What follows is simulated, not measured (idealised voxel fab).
You're looking at the process module voxel self aligned contacts.
This is section cut - it's 150 nm across, gridded in 5 nm square cells.
Just so we're on the same page, the cross-sections are grids of square cells, and they're listed out in bands top to bottom, each band one or more rows deep. Band: top height; bottom height; in nm. Then, left to right: material with width in nm, for each material. "edge to edge": a single material spanning edge to edge. "blank": empty space. Below 0: as-received wafer, all one material; heights counted from there. Lowest band: no bottom, goes on down, written "z 0 and below". A two-number width, for instance "30 to 40", indicates that the width is equal to the first number in the top row of the band and to the second number in the bottom row, and that it changes by a constant amount per row of cells. "nothing changed" means the step left every cell of the cross-section as it was. Empty spaces counting at least 8 cells and having no open way to the top are listed in "Sealed void inventory". The notation width x height at distance is used for each, the distance being from the left edge and all three values in nm. Text after the settings on a step's line: the simulator's own remark on that step. overlay nm: step with mask; distance mask lay right of planned place; negative value = left of planned place.

PROCESS STEPS (PLANNED)
| 1 | op RECEIVE | material Si |
| 2 | op CONFORMAL_DEP | material SiO2 | thk nm 5 |
| 3 | op DIRECTIONAL_DEP | material polySi | thk nm 30 |
| 4 | op DIRECTIONAL_DEP | material SiN | thk nm 20 |
| 5 | op MASKED_ETCH | tone cover | mask id GATE | width nm 30 | pitch nm 60 | etch materials SiN | depth nm 20 | overlay nm 0 |
| 6 | op MASKED_ETCH | tone cover | mask id GATE | width nm 30 | pitch nm 60 | etch materials polySi | depth nm 30 | overlay nm 0 |
| 7 | op CONFORMAL_DEP | material SiN | thk nm 5 |
| 8 | op DIRECTIONAL_ETCH | etch materials SiN | depth nm 5 |
| 9 | op FILL_DEP | material SiO2 | thk nm 20 |
| 10 | op CMP | height nm 65 |
| 11 | op DIRECTIONAL_DEP | material aC | thk nm 15 |
| 12 | op PATTERN | tone open | mask id CONTACT | material resist | width nm 40 | thk nm 30 | overlay nm 0 |
| 13 | op DIRECTIONAL_ETCH | etch materials aC | depth nm 15 |
| 14 | op STRIP | etch materials resist |
| 15 | op DIRECTIONAL_ETCH | etch materials SiO2 | depth nm 65 |
| 16 | op STRIP | etch materials aC |
| 17 | op CONFORMAL_DEP | material TiN | thk nm 5 |
| 18 | op FILL_DEP | material W | thk nm 5 |
| 19 | op CMP | height nm 65 |
| 20 | op CONFORMAL_DEP | material SiN | thk nm 5 |

CROSS-SECTION: WAFER ON ARRIVAL = AFTER STEP 1
- z 0 and below | Si edge to edge
- Sealed void inventory: none

CROSS-SECTION TAKEN AT MODULE COMPLETION ON THE FIRST OF TWO WAFERS; PROCESSED PER THE PLAN
- z 70 to 65 | SiN edge to edge
- z 65 to 55 | 55 nm SiO2, then 5 to 15 nm TiN, then 30 to 10 nm W, then 5 to 15 nm TiN, then 55 nm SiO2
- z 55 to 35 | 25 nm SiO2, then 40 nm SiN, then 5 nm TiN, then 10 nm W, then 5 nm TiN, then 40 nm SiN, then 25 nm SiO2
- z 35 to 5 | 25 nm SiO2, then 5 nm SiN, then 30 nm polySi, then 5 nm SiN, then 5 nm TiN, then 10 nm W, then 5 nm TiN, then 5 nm SiN, then 30 nm polySi, then 5 nm SiN, then 25 nm SiO2
- z 5 to 0 | 65 nm SiO2, then 20 nm TiN, then 65 nm SiO2
- z 0 and below | Si edge to edge
- Sealed void inventory: none

END OF MODULE, SECOND WAFER, CROSS-SECTION. STARTED LIKE THE FIRST, PLANNED LIKE THE FIRST, RUN WITH ONE MISTAKE
- z 70 to 65 | SiN edge to edge
- z 65 to 60 | 55 nm SiO2, then 15 nm TiN, then 10 nm W, then 15 nm TiN, then 55 nm SiO2
- z 60 to 45 | 25 nm SiO2, then 40 nm SiN, then 5 nm TiN, then 10 nm W, then 5 nm TiN, then 40 nm SiN, then 25 nm SiO2
- z 45 to 40 | 25 nm SiO2, then 40 nm SiN, then 20 nm TiN, then 40 nm SiN, then 25 nm SiO2
- z 40 to 35 | SiN edge to edge
- z 35 to 5 | polySi edge to edge
- z 5 to 0 | SiO2 edge to edge
- z 0 and below | Si edge to edge
- Sealed void inventory: none
Want to know what went wrong? the process deviated at step 4: the operation and settings actually run there were op DIRECTIONAL_DEP | material SiN | thk nm 25
Materials where the second wafer ends with more or fewer cells than the first: +6 SiN, -78 SiO2, -16 TiN, -20 W, +108 polySi
